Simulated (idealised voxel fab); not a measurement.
process module | voxel released beams
cross-section cut | 200 nm wide | cells 5 nm
A cross-section is a grid of square cells, given in bands from the top down. A band is one or more rows of cells.
Each band's line starts with the height of the band's top and of its bottom, in nm. Then come its materials from left to right, each with its width in nm. One material with "throughout" fills the band from edge to edge. "air" is empty space.
Height 0 is the level under which the wafer as received is all one material. The lowest band goes on downwards, as in "0 down".
A width such as "30 to 40" changes by the same amount from each row of cells to the next, from the band's top row to its bottom row.
"no change" after a step means that no cell of the cross-section changed.
closed voids: empty space of 8 cells or more with no open way to the top, each as width x height at its distance from the left edge, in nm
after a step's settings: what the simulator itself notes on the step
overlay nm, on a step with a mask: how far to the right of its planned place the mask lay; to the left if negative
plan
1 op RECEIVE | material Si
2 op CONFORMAL_DEP | material Al2O3 | thk nm 10
3 op DIRECTIONAL_DEP | material SiO2 | thk nm 20
4 op MASKED_ETCH | tone open | mask id ANCHOR | width nm 25 | etch materials SiO2 | depth nm 20 | overlay nm 0
5 op CONFORMAL_DEP | material polySi | thk nm 10
6 op MASKED_ETCH | tone cover | mask id BEAM | width nm 75 | etch materials polySi | depth nm 10 | overlay nm 0
7 op STRIP | etch materials SiO2
first wafer, as planned
as received, after step 1
  0 down: Si throughout
  closed voids: none
after step 2
  10 to 0: Al2O3 throughout
  below 0: unchanged
after step 3
  30 to 10: SiO2 throughout
  below 10: unchanged
after step 4
  30 to 10: SiO2 65 | air 25 | SiO2 110
  below 10: unchanged
after step 5
  40 to 30: polySi 75 | air 5 | polySi 120
  30 to 20: SiO2 65 | polySi 10 | air 5 | polySi 10 | SiO2 110
  20 to 10: SiO2 65 | polySi 25 | SiO2 110
  below 10: unchanged
after step 6
  40 to 30: air 60 | polySi 15 | air 5 | polySi 55 | air 65
  below 30: unchanged
after step 7
  40 to 30: air 60 | polySi 15 | air 5 | polySi 55 | air 65
  30 to 20: air 65 | polySi 10 | air 5 | polySi 10 | air 110
  20 to 10: air 65 | polySi 25 | air 110
  below 10: unchanged
second wafer: like start, like plan, one mistake. Through step 1 it matches the first wafer
when step 2 should have ended
  20 to 0: SiO2 throughout
  below 0: unchanged
when step 3 should have ended
  30 to 20: Al2O3 throughout
  below 20: unchanged
when step 4 should have ended: no change
when step 5 should have ended
  40 to 30: polySi throughout
  below 30: unchanged
when step 6 should have ended
  40 to 30: air 60 | polySi 75 | air 65
  below 30: unchanged
when step 7 should have ended: no change
what went wrong: steps 2 and 3 were swapped
at the end the second wafer has, in cells: 160 more of SiO2 | 16 fewer of polySi
